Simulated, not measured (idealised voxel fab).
Presented below is a process module, voxel fin reveal.
The cross-section shown here is cut; it is 255 nm wide and divided into square cells measuring 5 nm on a side.
We lay out every cross-section as a grid of square cells and spell it out in bands from the top down, where one band means one or more rows of cells.
Heads up on the band format: heights come first, top then bottom, in nm. After that it's the materials left to right, each with its width in nm. A single material flagged "edge to edge" fills the whole band edge to edge, and "air" means there's empty space there.
All heights in this document are referenced to 0, defined as the level beneath which the wafer, as received, consists entirely of one material. The lowest band is not bounded below; it extends indefinitely downward and is written in the form "0..down".
Think of "30->40" as a width that walks from the first number to the second as you go down the band, top row to bottom row, taking equal-sized steps from row to row.
The cross-section has no changed cell in any step marked "nothing different".
Voids not open to the top, 8 cells minimum: see "Trapped void list". Written width x height at distance; distance is from the left edge; nm.
Step line, after settings: the simulator's comment on this step.
The "overlay nm" setting may appear on a step's line; for a step that uses a mask, it gives how far to the right of its planned position the mask lay, and a negative value indicates the left.
The steps planned for the process are as follows:
step 1: RECEIVE, material Si
step 2: CONFORMAL_DEP, material SiN, thk nm 10
step 3: PATTERN, tone cover, mask id FINS, material resist, width nm 15, pitch nm 40, thk nm 15, overlay nm 0
step 4: DIRECTIONAL_ETCH, etch materials SiN, depth nm 10
step 5: DIRECTIONAL_ETCH, etch materials Si, depth nm 35
step 6: STRIP, etch materials resist
step 7: OXIDIZE, depth nm 5
step 8: FILL_DEP, material SiO2, thk nm 10
step 9: CMP, height nm 10
step 10: SELECTIVE_ETCH, etch materials SiO2, depth nm 20
step 11: STRIP, etch materials SiN
Delivered wafer in cross-section: state after step 1:
  0..down  Si edge to edge
  Trapped void list: none
As-planned run: cross-section of the first of two wafers at end of module:
  0..-10  air (85) | Si (5) | air (35) | Si (5) | air (35) | Si (5) | air (85)
  -10..-40  SiO2 (85) | Si (5) | SiO2 (35) | Si (5) | SiO2 (35) | Si (5) | SiO2 (85)
  -40..down  Si edge to edge
  Trapped void list: none
Now the second wafer, cross-sectioned at the end of the module. Nothing different at the start, nothing different in the plan compared with the first, just one mistake when it was actually run:
  10..0  air (80) | SiN (15) | air (25) | SiN (15) | air (25) | SiN (15) | air (80)
  0..-10  air (85) | Si (5) | air (35) | Si (5) | air (35) | Si (5) | air (85)
  -10..-40  SiO2 (85) | Si (5) | SiO2 (35) | Si (5) | SiO2 (35) | Si (5) | SiO2 (85)
  -40..down  Si edge to edge
  Trapped void list: none
So what did we get wrong on this run? step 11 of the plan: omitted, not performed
Final tally in cells, some materials are higher or lower on the second wafer than on the first: 18 more of SiN
